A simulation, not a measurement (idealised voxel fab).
process module | voxel self aligned vias
cross-section cut | 145 nm wide | cells 5 nm
A cross-section is a grid of square cells, given in bands from the top down. A band is one or more rows of cells.
Each band's line starts with the height of the band's top and of its bottom, in nm. Then come its materials from left to right, each with its width in nm. One material with "throughout" fills the band from edge to edge. "air" is empty space.
Height 0 is the level under which the wafer as received is all one material. The lowest band goes on downwards, as in "0 down".
A width such as "30 to 40" changes by the same amount from each row of cells to the next, from the band's top row to its bottom row.
"no change" after a step means that no cell of the cross-section changed.
closed voids: empty space of 8 cells or more with no open way to the top, each as width x height at its distance from the left edge, in nm
after a step's settings: what the simulator itself notes on the step
overlay nm, on a step with a mask: how far to the right of its planned place the mask lay; to the left if negative
plan
1 op RECEIVE | material Si
2 op CONFORMAL_DEP | material SiO2 | thk nm 10
3 op CONFORMAL_DEP | material SiCN | thk nm 5
4 op DIRECTIONAL_DEP | material SiO2 | thk nm 20
5 op MASKED_ETCH | tone open | mask id LINES | width nm 20 | pitch nm 45 | etch materials SiO2 | depth nm 20 | overlay nm 0
6 op CONFORMAL_DEP | material TiN | thk nm 5
7 op FILL_DEP | material W | thk nm 5
8 op CMP | height nm 35
9 op SELECTIVE_ETCH | etch materials W Ru TiN | depth nm 10
10 op FILL_DEP | material SiN | thk nm 10
11 op CMP | height nm 35
12 op DIRECTIONAL_DEP | material SiO2 | thk nm 15
13 op PATTERN | tone open | mask id VIAS | material resist | width nm 30 | thk nm 20 | overlay nm 0
14 op DIRECTIONAL_ETCH | etch materials SiO2 | depth nm 15
15 op DIRECTIONAL_ETCH | etch materials SiN | depth nm 10
16 op STRIP | etch materials resist
17 op CONFORMAL_DEP | material TiN | thk nm 5
18 op FILL_DEP | material W | thk nm 5
19 op CMP | height nm 50
20 op CONFORMAL_DEP | material SiCN | thk nm 5
first wafer, as planned
as received, after step 1
  0 down: Si throughout
  closed voids: none
after step 2
  10 to 0: SiO2 throughout
  below 0: unchanged
after step 3
  15 to 10: SiCN throughout
  below 10: unchanged
after step 4
  35 to 15: SiO2 throughout
  below 15: unchanged
after step 5
  35 to 15: SiO2 40 | air 20 | SiO2 25 | air 20 | SiO2 40
  below 15: unchanged
after step 6
  40 to 35: TiN 45 | air 10 | TiN 35 | air 10 | TiN 45
  35 to 20: SiO2 40 | TiN 5 | air 10 | TiN 5 | SiO2 25 | TiN 5 | air 10 | TiN 5 | SiO2 40
  20 to 15: SiO2 40 | TiN 20 | SiO2 25 | TiN 20 | SiO2 40
  below 15: unchanged
after step 7
  45 to 40: W throughout
  40 to 35: TiN 45 | W 10 | TiN 35 | W 10 | TiN 45
  35 to 20: SiO2 40 | TiN 5 | W 10 | TiN 5 | SiO2 25 | TiN 5 | W 10 | TiN 5 | SiO2 40
  below 20: unchanged
after step 8
  35 to 20: SiO2 40 | TiN 5 | W 10 | TiN 5 | SiO2 25 | TiN 5 | W 10 | TiN 5 | SiO2 40
  below 20: unchanged
after step 9
  35 to 25: SiO2 40 | air 20 | SiO2 25 | air 20 | SiO2 40
  below 25: unchanged
after step 10
  45 to 35: SiN throughout
  35 to 25: SiO2 40 | SiN 20 | SiO2 25 | SiN 20 | SiO2 40
  below 25: unchanged
after step 11
  35 to 25: SiO2 40 | SiN 20 | SiO2 25 | SiN 20 | SiO2 40
  below 25: unchanged
after step 12
  50 to 35: SiO2 throughout
  below 35: unchanged
after step 13
  70 to 50: resist 35 | air 30 | resist 80
  below 50: unchanged
after step 14
  70 to 50: resist 35 | air 30 | resist 80
  50 to 35: SiO2 35 | air 30 | SiO2 80
  below 35: unchanged
after step 15
  70 to 50: resist 35 | air 30 | resist 80
  50 to 35: SiO2 35 | air 30 | SiO2 80
  35 to 25: SiO2 40 | air 20 | SiO2 25 | SiN 20 | SiO2 40
  below 25: unchanged
after step 16
  50 to 35: SiO2 35 | air 30 | SiO2 80
  below 35: unchanged
after step 17
  55 to 50: TiN 40 | air 20 | TiN 85
  50 to 40: SiO2 35 | TiN 5 | air 20 | TiN 5 | SiO2 80
  40 to 35: SiO2 35 | TiN 10 | air 10 | TiN 10 | SiO2 80
  35 to 30: SiO2 40 | TiN 5 | air 10 | TiN 5 | SiO2 25 | SiN 20 | SiO2 40
  30 to 25: SiO2 40 | TiN 20 | SiO2 25 | SiN 20 | SiO2 40
  below 25: unchanged
after step 18
  60 to 55: W throughout
  55 to 50: TiN 40 | W 20 | TiN 85
  50 to 40: SiO2 35 | TiN 5 | W 20 | TiN 5 | SiO2 80
  40 to 35: SiO2 35 | TiN 10 | W 10 | TiN 10 | SiO2 80
  35 to 30: SiO2 40 | TiN 5 | W 10 | TiN 5 | SiO2 25 | SiN 20 | SiO2 40
  below 30: unchanged
after step 19
  50 to 40: SiO2 35 | TiN 5 | W 20 | TiN 5 | SiO2 80
  below 40: unchanged
after step 20
  55 to 50: SiCN throughout
  below 50: unchanged
second wafer: like start, like plan, one mistake. Through step 1 it matches the first wafer
when step 2 should have ended
  5 to 0: SiCN throughout
  below 0: unchanged
when step 3 should have ended
  15 to 5: SiO2 throughout
  below 5: unchanged
when step 4 should have ended
  35 to 5: SiO2 throughout
  below 5: unchanged
when step 5 should have ended
  35 to 15: SiO2 40 | air 20 | SiO2 25 | air 20 | SiO2 40
  below 15: unchanged
when step 6 should have ended
  40 to 35: TiN 45 | air 10 | TiN 35 | air 10 | TiN 45
  35 to 20: SiO2 40 | TiN 5 | air 10 | TiN 5 | SiO2 25 | TiN 5 | air 10 | TiN 5 | SiO2 40
  20 to 15: SiO2 40 | TiN 20 | SiO2 25 | TiN 20 | SiO2 40
  below 15: unchanged
when step 7 should have ended
  45 to 40: W throughout
  40 to 35: TiN 45 | W 10 | TiN 35 | W 10 | TiN 45
  35 to 20: SiO2 40 | TiN 5 | W 10 | TiN 5 | SiO2 25 | TiN 5 | W 10 | TiN 5 | SiO2 40
  below 20: unchanged
when step 8 should have ended
  35 to 20: SiO2 40 | TiN 5 | W 10 | TiN 5 | SiO2 25 | TiN 5 | W 10 | TiN 5 | SiO2 40
  below 20: unchanged
when step 9 should have ended
  35 to 25: SiO2 40 | air 20 | SiO2 25 | air 20 | SiO2 40
  below 25: unchanged
when step 10 should have ended
  45 to 35: SiN throughout
  35 to 25: SiO2 40 | SiN 20 | SiO2 25 | SiN 20 | SiO2 40
  below 25: unchanged
when step 11 should have ended
  35 to 25: SiO2 40 | SiN 20 | SiO2 25 | SiN 20 | SiO2 40
  below 25: unchanged
when step 12 should have ended
  50 to 35: SiO2 throughout
  below 35: unchanged
when step 13 should have ended
  70 to 50: resist 35 | air 30 | resist 80
  below 50: unchanged
when step 14 should have ended
  70 to 50: resist 35 | air 30 | resist 80
  50 to 35: SiO2 35 | air 30 | SiO2 80
  below 35: unchanged
when step 15 should have ended
  70 to 50: resist 35 | air 30 | resist 80
  50 to 35: SiO2 35 | air 30 | SiO2 80
  35 to 25: SiO2 40 | air 20 | SiO2 25 | SiN 20 | SiO2 40
  below 25: unchanged
when step 16 should have ended
  50 to 35: SiO2 35 | air 30 | SiO2 80
  below 35: unchanged
when step 17 should have ended
  55 to 50: TiN 40 | air 20 | TiN 85
  50 to 40: SiO2 35 | TiN 5 | air 20 | TiN 5 | SiO2 80
  40 to 35: SiO2 35 | TiN 10 | air 10 | TiN 10 | SiO2 80
  35 to 30: SiO2 40 | TiN 5 | air 10 | TiN 5 | SiO2 25 | SiN 20 | SiO2 40
  30 to 25: SiO2 40 | TiN 20 | SiO2 25 | SiN 20 | SiO2 40
  below 25: unchanged
when step 18 should have ended
  60 to 55: W throughout
  55 to 50: TiN 40 | W 20 | TiN 85
  50 to 40: SiO2 35 | TiN 5 | W 20 | TiN 5 | SiO2 80
  40 to 35: SiO2 35 | TiN 10 | W 10 | TiN 10 | SiO2 80
  35 to 30: SiO2 40 | TiN 5 | W 10 | TiN 5 | SiO2 25 | SiN 20 | SiO2 40
  below 30: unchanged
when step 19 should have ended
  50 to 40: SiO2 35 | TiN 5 | W 20 | TiN 5 | SiO2 80
  below 40: unchanged
when step 20 should have ended
  55 to 50: SiCN throughout
  below 50: unchanged
what went wrong: steps 2 and 3 were swapped
at the end the second wafer has, in cells: as many of each material as the first, in other places
